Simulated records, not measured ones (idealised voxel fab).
The document below concerns the process module designated voxel self aligned contacts.
Cross-section cut spans 240 nm and uses square cells 5 nm in size.
A cross-section is a grid of square cells, given in bands from the top down. A band is one or more rows of cells.
The entry gives the band's vertical extent as a top height and a bottom height in nm, then its horizontal make-up as materials from left to right, each with a width in nm. "air" stands for empty space; a single material marked "full width" fills the band edge to edge.
Height is counted from the level 0, under which the received wafer is composed throughout of one material. The lowest of the bands is not closed at the bottom but continues downward, in the notation "0 down".
You'd read "30..40" like this: the band's top row of cells is as wide as the first number, its bottom row is as wide as the second, and going down, every row changes width by the same amount as the row before did.
"nothing changed" (step): cross-section cells unchanged, all of them.
Enclosed voids (no open way to top), threshold 8 cells or more, entry "Encapsulated voids", notation width x height at distance, distance from left edge, nm.
Where a step's line continues beyond its settings, the continuation is a remark by the simulator itself on that step.
overlay nm: how far to the right of its planned place the mask lay on this masked step (negative: to the left).
Listed below are the process steps as planned
1 RECEIVE,material Si
2 OXIDIZE,depth nm 5
3 DIRECTIONAL_DEP,material polySi,thk nm 20
4 DIRECTIONAL_DEP,material SiN,thk nm 20
5 DIRECTIONAL_DEP,material aC,thk nm 10
6 PATTERN,tone cover,mask id GATE,material resist,width nm 35,pitch nm 75,thk nm 25,overlay nm 0
7 DIRECTIONAL_ETCH,etch materials aC,depth nm 10
8 STRIP,etch materials resist
9 DIRECTIONAL_ETCH,etch materials SiN,depth nm 20
10 DIRECTIONAL_ETCH,etch materials polySi,depth nm 20
11 STRIP,etch materials aC
12 CONFORMAL_DEP,material SiN,thk nm 10
13 DIRECTIONAL_ETCH,etch materials SiN,depth nm 10
14 FILL_DEP,material SiO2,thk nm 10
15 CMP,height nm 45
16 MASKED_ETCH,tone open,mask id CONTACT,width nm 60,etch materials SiO2,depth nm 50,overlay nm 0
17 CONFORMAL_DEP,material TiN,thk nm 5
18 FILL_DEP,material Ru,thk nm 5
19 CMP,height nm 45
20 CONFORMAL_DEP,material SiCN,thk nm 5
Below: the first of two wafers, run as planned
Incoming wafer in cross-section (state: after step 1)
  0 down = Si full width
  Encapsulated voids: none
Wafer section view after processing step 2
  0 to -5 = SiO2 full width
  Note: structure below -5 unchanged.
Wafer section view after processing step 3
  20 to 0 = polySi full width
  Note: structure below 0 unchanged.
Wafer section view after processing step 4
  40 to 20 = SiN full width
  Note: structure below 20 unchanged.
Wafer section view after processing step 5
  50 to 40 = aC full width
  Note: structure below 40 unchanged.
Wafer section view after processing step 6
  75 to 50 = air 65 nm, resist 35 nm, air 40 nm, resist 35 nm, air 65 nm
  Note: structure below 50 unchanged.
Wafer section view after processing step 7
  65 to 50 = air 65 nm, resist 35 nm, air 40 nm, resist 35 nm, air 65 nm
  50 to 40 = air 65 nm, aC 35 nm, air 40 nm, aC 35 nm, air 65 nm
  Note: structure below 40 unchanged.
Wafer section view after processing step 8
  50 to 40 = air 65 nm, aC 35 nm, air 40 nm, aC 35 nm, air 65 nm
  Note: structure below 40 unchanged.
Wafer section view after processing step 9
  50 to 40 = air 65 nm, aC 35 nm, air 40 nm, aC 35 nm, air 65 nm
  40 to 20 = air 65 nm, SiN 35 nm, air 40 nm, SiN 35 nm, air 65 nm
  Note: structure below 20 unchanged.
Wafer section view after processing step 10
  50 to 40 = air 65 nm, aC 35 nm, air 40 nm, aC 35 nm, air 65 nm
  40 to 20 = air 65 nm, SiN 35 nm, air 40 nm, SiN 35 nm, air 65 nm
  20 to 0 = air 65 nm, polySi 35 nm, air 40 nm, polySi 35 nm, air 65 nm
  Note: structure below 0 unchanged.
Wafer section view after processing step 11
  40 to 20 = air 65 nm, SiN 35 nm, air 40 nm, SiN 35 nm, air 65 nm
  Note: structure below 20 unchanged.
Wafer section view after processing step 12
  50 to 20 = air 55 nm, SiN 55 nm, air 20 nm, SiN 55 nm, air 55 nm
  20 to 10 = air 55 nm, SiN 10 nm, polySi 35 nm, SiN 10 nm, air 20 nm, SiN 10 nm, polySi 35 nm, SiN 10 nm, air 55 nm
  10 to 0 = SiN 65 nm, polySi 35 nm, SiN 40 nm, polySi 35 nm, SiN 65 nm
  Note: structure below 0 unchanged.
Wafer section view after processing step 13
  40 to 20 = air 55 nm, SiN 55 nm, air 20 nm, SiN 55 nm, air 55 nm
  20 to 0 = air 55 nm, SiN 10 nm, polySi 35 nm, SiN 10 nm, air 20 nm, SiN 10 nm, polySi 35 nm, SiN 10 nm, air 55 nm
  Note: structure below 0 unchanged.
Wafer section view after processing step 14
  50 to 40 = SiO2 full width
  40 to 20 = SiO2 55 nm, SiN 55 nm, SiO2 20 nm, SiN 55 nm, SiO2 55 nm
  20 to 0 = SiO2 55 nm, SiN 10 nm, polySi 35 nm, SiN 10 nm, SiO2 20 nm, SiN 10 nm, polySi 35 nm, SiN 10 nm, SiO2 55 nm
  Note: structure below 0 unchanged.
Wafer section view after processing step 15
  45 to 40 = SiO2 full width
  Note: structure below 40 unchanged.
Wafer section view after processing step 16
  45 to 40 = SiO2 90 nm, air 60 nm, SiO2 90 nm
  40 to 20 = SiO2 55 nm, SiN 55 nm, air 20 nm, SiN 55 nm, SiO2 55 nm
  20 to 0 = SiO2 55 nm, SiN 10 nm, polySi 35 nm, SiN 10 nm, air 20 nm, SiN 10 nm, polySi 35 nm, SiN 10 nm, SiO2 55 nm
  0 to -5 = SiO2 110 nm, air 20 nm, SiO2 110 nm
  Note: structure below -5 unchanged.
Wafer section view after processing step 17
  50 to 45 = TiN 95 nm, air 50 nm, TiN 95 nm
  45 to 40 = SiO2 90 nm, TiN 25 nm, air 10 nm, TiN 25 nm, SiO2 90 nm
  40 to 20 = SiO2 55 nm, SiN 55 nm, TiN 5 nm, air 10 nm, TiN 5 nm, SiN 55 nm, SiO2 55 nm
  20 to 0 = SiO2 55 nm, SiN 10 nm, polySi 35 nm, SiN 10 nm, TiN 5 nm, air 10 nm, TiN 5 nm, SiN 10 nm, polySi 35 nm, SiN 10 nm, SiO2 55 nm
  0 to -5 = SiO2 110 nm, TiN 20 nm, SiO2 110 nm
  Note: structure below -5 unchanged.
Wafer section view after processing step 18
  55 to 50 = Ru full width
  50 to 45 = TiN 95 nm, Ru 50 nm, TiN 95 nm
  45 to 40 = SiO2 90 nm, TiN 25 nm, Ru 10 nm, TiN 25 nm, SiO2 90 nm
  40 to 20 = SiO2 55 nm, SiN 55 nm, TiN 5 nm, Ru 10 nm, TiN 5 nm, SiN 55 nm, SiO2 55 nm
  20 to 0 = SiO2 55 nm, SiN 10 nm, polySi 35 nm, SiN 10 nm, TiN 5 nm, Ru 10 nm, TiN 5 nm, SiN 10 nm, polySi 35 nm, SiN 10 nm, SiO2 55 nm
  Note: structure below 0 unchanged.
Wafer section view after processing step 19
  45 to 40 = SiO2 90 nm, TiN 25 nm, Ru 10 nm, TiN 25 nm, SiO2 90 nm
  Note: structure below 40 unchanged.
Wafer section view after processing step 20
  50 to 45 = SiCN full width
  Note: structure below 45 unchanged.
Second wafer. Start and plan as for the first. One mistake made in running. Agrees with the first up to and including step 2
The second wafer cut through, at the time step 3 was supposed to be finished
  20 to 0 = TiN full width
  Note: structure below 0 unchanged.
The second wafer cut through, at the time step 4 was supposed to be finished
  40 to 20 = SiN full width
  Note: structure below 20 unchanged.
The second wafer cut through, at the time step 5 was supposed to be finished
  50 to 40 = aC full width
  Note: structure below 40 unchanged.
The second wafer cut through, at the time step 6 was supposed to be finished
  75 to 50 = air 65 nm, resist 35 nm, air 40 nm, resist 35 nm, air 65 nm
  Note: structure below 50 unchanged.
The second wafer cut through, at the time step 7 was supposed to be finished
  65 to 50 = air 65 nm, resist 35 nm, air 40 nm, resist 35 nm, air 65 nm
  50 to 40 = air 65 nm, aC 35 nm, air 40 nm, aC 35 nm, air 65 nm
  Note: structure below 40 unchanged.
The second wafer cut through, at the time step 8 was supposed to be finished
  50 to 40 = air 65 nm, aC 35 nm, air 40 nm, aC 35 nm, air 65 nm
  Note: structure below 40 unchanged.
The second wafer cut through, at the time step 9 was supposed to be finished
  50 to 40 = air 65 nm, aC 35 nm, air 40 nm, aC 35 nm, air 65 nm
  40 to 20 = air 65 nm, SiN 35 nm, air 40 nm, SiN 35 nm, air 65 nm
  Note: structure below 20 unchanged.
The second wafer cut through, at the time step 10 was supposed to be finished: nothing changed
The second wafer cut through, at the time step 11 was supposed to be finished
  40 to 20 = air 65 nm, SiN 35 nm, air 40 nm, SiN 35 nm, air 65 nm
  Note: structure below 20 unchanged.
The second wafer cut through, at the time step 12 was supposed to be finished
  50 to 30 = air 55 nm, SiN 55 nm, air 20 nm, SiN 55 nm, air 55 nm
  30 to 20 = SiN full width
  Note: structure below 20 unchanged.
The second wafer cut through, at the time step 13 was supposed to be finished
  40 to 20 = air 55 nm, SiN 55 nm, air 20 nm, SiN 55 nm, air 55 nm
  Note: structure below 20 unchanged.
The second wafer cut through, at the time step 14 was supposed to be finished
  50 to 40 = SiO2 full width
  40 to 20 = SiO2 55 nm, SiN 55 nm, SiO2 20 nm, SiN 55 nm, SiO2 55 nm
  Note: structure below 20 unchanged.
The second wafer cut through, at the time step 15 was supposed to be finished
  45 to 40 = SiO2 full width
  Note: structure below 40 unchanged.
The second wafer cut through, at the time step 16 was supposed to be finished
  45 to 40 = SiO2 90 nm, air 60 nm, SiO2 90 nm
  40 to 20 = SiO2 55 nm, SiN 55 nm, air 20 nm, SiN 55 nm, SiO2 55 nm
  Note: structure below 20 unchanged.
The second wafer cut through, at the time step 17 was supposed to be finished
  50 to 45 = TiN 95 nm, air 50 nm, TiN 95 nm
  45 to 40 = SiO2 90 nm, TiN 25 nm, air 10 nm, TiN 25 nm, SiO2 90 nm
  40 to 25 = SiO2 55 nm, SiN 55 nm, TiN 5 nm, air 10 nm, TiN 5 nm, SiN 55 nm, SiO2 55 nm
  25 to 20 = SiO2 55 nm, SiN 55 nm, TiN 20 nm, SiN 55 nm, SiO2 55 nm
  Note: structure below 20 unchanged.
The second wafer cut through, at the time step 18 was supposed to be finished
  55 to 50 = Ru full width
  50 to 45 = TiN 95 nm, Ru 50 nm, TiN 95 nm
  45 to 40 = SiO2 90 nm, TiN 25 nm, Ru 10 nm, TiN 25 nm, SiO2 90 nm
  40 to 25 = SiO2 55 nm, SiN 55 nm, TiN 5 nm, Ru 10 nm, TiN 5 nm, SiN 55 nm, SiO2 55 nm
  Note: structure below 25 unchanged.
The second wafer cut through, at the time step 19 was supposed to be finished
  45 to 40 = SiO2 90 nm, TiN 25 nm, Ru 10 nm, TiN 25 nm, SiO2 90 nm
  Note: structure below 40 unchanged.
The second wafer cut through, at the time step 20 was supposed to be finished
  50 to 45 = SiCN full width
  Note: structure below 45 unchanged.
Finding, execution versus plan: note that step 3 departed from the planned setting and was carried out as DIRECTIONAL_DEP,material TiN,thk nm 20
Final wafer comparison in cells, second versus first, more or fewer per material: Ru -10, SiN -32, SiO2 -84, TiN +182, polySi -56
